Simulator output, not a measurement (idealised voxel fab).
The process module presented herein is designated voxel plated lines.
The width of the displayed cross-section, cut, is 270 nm; its cells are square, with a size of 5 nm.
Cross-section layout: square cells on a grid; listed as bands, top to bottom; a band spans one or more cell rows. Band entry format. Leading values: height of top, height of bottom, nm. Remainder: materials in left-to-right order, each with its width in nm. Special words: "everywhere" on a single material, which then fills the band edge to edge; "blank", empty space. Basically, 0 is our baseline, since under it the wafer straight out of the box is all one material. The bottom band has no lower end and keeps on going down, so it looks like "0 -> down". The two numbers in a width such as "30->40" mark its ends across the band: the first belongs to the top row of cells, the second to the bottom row, and from each row to the next the width moves by the same amount. What does "everything unchanged" mean for a step? It means no cell of the cross-section changed in that step. Reported under the label "Closed internal cavities" are the empty spaces having no open way to the top and comprising 8 cells or more; the notation for each is width x height at distance, in which the distance is measured from the left edge and all three values are in nm. Anything after a step's settings on that line? It's the simulator's own note about the step. A step's line can hold "overlay nm"; with a mask on that step, the setting says how far right of the planned place the mask lay, while a negative setting says it lay to the left.

[The steps planned for the process are as follows]
- 1: RECEIVE: material Si
- 2: CONFORMAL_DEP: material SiO2, thk nm 10
- 3: DIRECTIONAL_DEP: material TiN, thk nm 5
- 4: PATTERN: tone open, mask id LINES, material resist, width nm 25, pitch nm 40, thk nm 20, overlay nm 0
- 5: EPI: material Ru, thk nm 5
- 6: STRIP: etch materials resist
- 7: DIRECTIONAL_ETCH: etch materials TiN, depth nm 5
- 8: CONFORMAL_DEP: material SiN, thk nm 5

[Cross-section of the incoming wafer, state after step 1]
	0 -> down = Si everywhere
	Closed internal cavities: none

[End-of-module cross-section of the first of two wafers, processed as planned]
	25 -> 20 = blank: 75, SiN: 35, blank: 5, SiN: 35, blank: 5, SiN: 35, blank: 80
	20 -> 15 = blank: 75, SiN: 5, Ru: 25, SiN: 5, blank: 5, SiN: 5, Ru: 25, SiN: 5, blank: 5, SiN: 5, Ru: 25, SiN: 5, blank: 80
	15 -> 10 = SiN: 80, TiN: 25, SiN: 15, TiN: 25, SiN: 15, TiN: 25, SiN: 85
	10 -> 0 = SiO2 everywhere
	0 -> down = Si everywhere
	Closed internal cavities: none

[Here's the second of our two wafers sectioned at module end. Same start as the first, same plan, but one mistake got made running it]
	25 -> 15 = blank: 75, Ru: 35, blank: 5, Ru: 35, blank: 5, Ru: 35, blank: 80
	15 -> 10 = Ru: 80, TiN: 25, Ru: 15, TiN: 25, Ru: 15, TiN: 25, Ru: 85
	10 -> 0 = SiO2 everywhere
	0 -> down = Si everywhere
	Closed internal cavities: none
Nonconformance to the process plan: step 8 deviated from plan and actually ran as CONFORMAL_DEP: material Ru, thk nm 5
Cell-count delta at end, second wafer over first, by material: Ru: 66 more; SiN: 66 fewer
